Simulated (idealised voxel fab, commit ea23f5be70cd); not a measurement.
Documented hereafter: the process module known as voxel transistor to metal.
The cross-section on display is named cut; it measures 150 nm wide, and its cells are 5 nm squares.
For the purposes of this document, a cross-section shall be understood as a grid of square cells, specified as bands listed in top-to-bottom order, each band consisting of one or more rows of cells.
For a band, the entry starts with two heights in nm, that of the top and then that of the bottom, and carries on with the band's materials in order from left to right, each alongside its width in nm; the word "all across" beside a single material means it fills the band edge to edge, and "empty" means empty space.
Below 0: as-received wafer, all one material; heights counted from there. Lowest band: no bottom, goes on down, written "0..down".
The expression "30->40" gives the width at the extremes of the band, the first number at its top row of cells and the second at its bottom row, with the width changing by equal amounts from each row to the next in between.
"remains unaltered" -> step changed no cross-section cell.
Heads up: "Voids, fully enclosed" only lists the empty pockets with no open path to the top that are 8 cells or more, and it writes them as width x height at distance, distance from the left edge, in nm.
What comes after the settings on a step's line is commentary from the simulator itself on that step.
overlay nm: mask offset rightward from planned place, masked step; negative means leftward offset.

PROCESS STEPS (PLANNED)
1. RECEIVE | material Si
2. OXIDIZE | depth nm 5
3. CONFORMAL_DEP | material SiN | thk nm 15
4. DIRECTIONAL_DEP | material aC | thk nm 15
5. PATTERN | tone cover | mask id ACTIVE | material resist | width nm 95 | thk nm 30 | overlay nm 0
6. DIRECTIONAL_ETCH | etch materials aC | depth nm 15
7. STRIP | etch materials resist
8. DIRECTIONAL_ETCH | etch materials SiN | depth nm 15
9. DIRECTIONAL_ETCH | etch materials SiO2 | depth nm 5
10. DIRECTIONAL_ETCH | etch materials Si | depth nm 35
11. STRIP | etch materials aC
12. OXIDIZE | depth nm 5
13. FILL_DEP | material SiO2 | thk nm 5
14. CMP | height nm 15
15. SELECTIVE_ETCH | etch materials SiO2 | depth nm 5
16. STRIP | etch materials SiN
17. SELECTIVE_ETCH | etch materials SiO2 | depth nm 5
18. OXIDIZE | depth nm 5
19. DIRECTIONAL_DEP | material polySi | thk nm 25
20. DIRECTIONAL_DEP | material SiCN | thk nm 15
21. DIRECTIONAL_DEP | material aC | thk nm 10
22. PATTERN | tone cover | mask id GATE | material resist | width nm 15 | thk nm 30 | overlay nm 0
23. DIRECTIONAL_ETCH | etch materials aC | depth nm 10
24. STRIP | etch materials resist
25. DIRECTIONAL_ETCH | etch materials SiCN | depth nm 25
26. DIRECTIONAL_ETCH | etch materials polySi | depth nm 35
27. STRIP | etch materials aC
28. CONFORMAL_DEP | material SiO2 | thk nm 5
29. DIRECTIONAL_ETCH | etch materials SiO2 | depth nm 5
30. CONFORMAL_DEP | material SiN | thk nm 10
31. DIRECTIONAL_ETCH | etch materials SiN | depth nm 10
32. DIRECTIONAL_ETCH | etch materials SiO2 | depth nm 5
33. EPI | material SiGe | thk nm 5
34. FILL_DEP | material SiO2 | thk nm 10
35. CMP | height nm 35
36. DIRECTIONAL_DEP | material SiO2 | thk nm 15
37. MASKED_ETCH | tone open | mask id CONTACT | width nm 30 | pitch nm 55 | etch materials SiO2 | depth nm 55 | overlay nm 0
38. CONFORMAL_DEP | material TiN | thk nm 5
39. FILL_DEP | material W | thk nm 5
40. CMP | height nm 50
41. CONFORMAL_DEP | material SiN | thk nm 5
42. DIRECTIONAL_DEP | material lowk | thk nm 15
43. MASKED_ETCH | tone open | mask id METAL_1 | width nm 15 | pitch nm 70 | etch materials lowk | depth nm 15 | overlay nm 0
44. MASKED_ETCH | tone open | mask id METAL_1 | width nm 15 | pitch nm 70 | etch materials SiN | depth nm 5 | overlay nm 0
45. CONFORMAL_DEP | material TiN | thk nm 5
46. FILL_DEP | material Cu | thk nm 5
47. CMP | height nm 70
48. CONFORMAL_DEP | material SiCN | thk nm 5

AS RECEIVED (POST STEP 1): CROSS-SECTION
- 0..down = Si all across
- Voids, fully enclosed: none

FIRST OF TWO WAFERS AT THE END OF THE MODULE, SHOWN IN CROSS-SECTION; RUN CARRIED OUT AS PLANNED
- 75..70 = SiCN all across
- 70..55 = lowk=30  TiN=5  Cu=5  TiN=5  lowk=55  TiN=5  Cu=5  TiN=5  lowk=35
- 55..50 = SiN=30  TiN=15  SiN=55  TiN=15  SiN=35
- 50..40 = SiO2=30  TiN=5  W=20  TiN=5  SiO2=25  TiN=5  W=20  TiN=5  SiO2=35
- 40..35 = SiO2=30  TiN=5  W=10  TiN=15  SiO2=25  TiN=15  W=10  TiN=5  SiO2=35
- 35..20 = SiO2=30  TiN=5  W=10  TiN=5  SiN=10  SiO2=5  SiCN=15  SiO2=5  SiN=10  TiN=5  W=10  TiN=5  SiO2=35
- 20..10 = SiO2=30  TiN=5  W=10  TiN=5  SiN=10  SiO2=5  polySi=15  SiO2=5  SiN=10  TiN=5  W=10  TiN=5  SiO2=35
- 10..5 = SiO2=30  TiN=10  W=5  TiN=5  SiN=10  SiO2=5  polySi=15  SiO2=5  SiN=10  TiN=5  W=5  TiN=10  SiO2=35
- 5..0 = SiO2=25  SiN=10  TiN=5  W=5  TiN=5  SiN=10  SiO2=5  polySi=15  SiO2=5  SiN=10  TiN=5  W=5  TiN=5  SiN=10  SiO2=30
- 0..-5 = SiO2=25  SiN=10  TiN=15  SiN=10  SiO2=5  polySi=15  SiO2=5  SiN=10  TiN=15  SiN=10  SiO2=30
- -5..-10 = SiO2=35  SiGe=15  SiO2=45  SiGe=15  SiO2=40
- -10..-45 = SiO2=30  Si=85  SiO2=35
- -45..down = Si all across
- Voids, fully enclosed: none

CROSS-SECTIONAL VIEW OF THE SECOND OF TWO WAFERS UPON COMPLETION OF THE MODULE. THIS WAFER SHARED ITS STARTING CONDITION AND PROCESS PLAN WITH THE FIRST; ONE ERROR WAS MADE DURING ITS EXECUTION
- 75..70 = SiCN all across
- 70..55 = lowk=30  TiN=5  Cu=5  TiN=5  lowk=55  TiN=5  Cu=5  TiN=5  lowk=35
- 55..50 = SiN=30  TiN=15  SiN=55  TiN=15  SiN=35
- 50..40 = SiO2=30  TiN=5  W=20  TiN=5  SiO2=25  TiN=5  W=20  TiN=5  SiO2=35
- 40..35 = SiO2=30  TiN=5  W=10  TiN=15  SiO2=25  TiN=15  W=10  TiN=5  SiO2=35
- 35..20 = SiO2=30  TiN=5  W=10  TiN=5  SiN=10  SiO2=5  SiCN=15  SiO2=5  SiN=10  TiN=5  W=10  TiN=5  SiO2=35
- 20..0 = SiO2=30  TiN=5  W=10  TiN=5  SiN=10  SiO2=5  polySi=15  SiO2=5  SiN=10  TiN=5  W=10  TiN=5  SiO2=35
- 0..-5 = SiO2=30  TiN=20  SiN=10  SiO2=5  polySi=15  SiO2=5  SiN=10  TiN=20  SiO2=35
- -5..-10 = SiO2=15  SiN=10  SiO2=5  SiGe=20  SiO2=45  SiGe=20  SiO2=5  SiN=10  SiO2=20
- -10..-15 = SiO2=15  SiN=10  SiO2=10  Si=75  SiO2=10  SiN=10  SiO2=20
- -15..-20 = SiO2=35  Si=75  SiO2=40
- -20..-45 = SiO2=30  Si=85  SiO2=35
- -45..down = Si all across
- Voids, fully enclosed: none
Processing error: step 17 off recipe, ran as SELECTIVE_ETCH | etch materials SiO2 | depth nm 15
Per the end-of-run cell counts, the second wafer holds more or fewer of some materials than the first: Si -4, SiGe +2, SiO2 -2, W +4
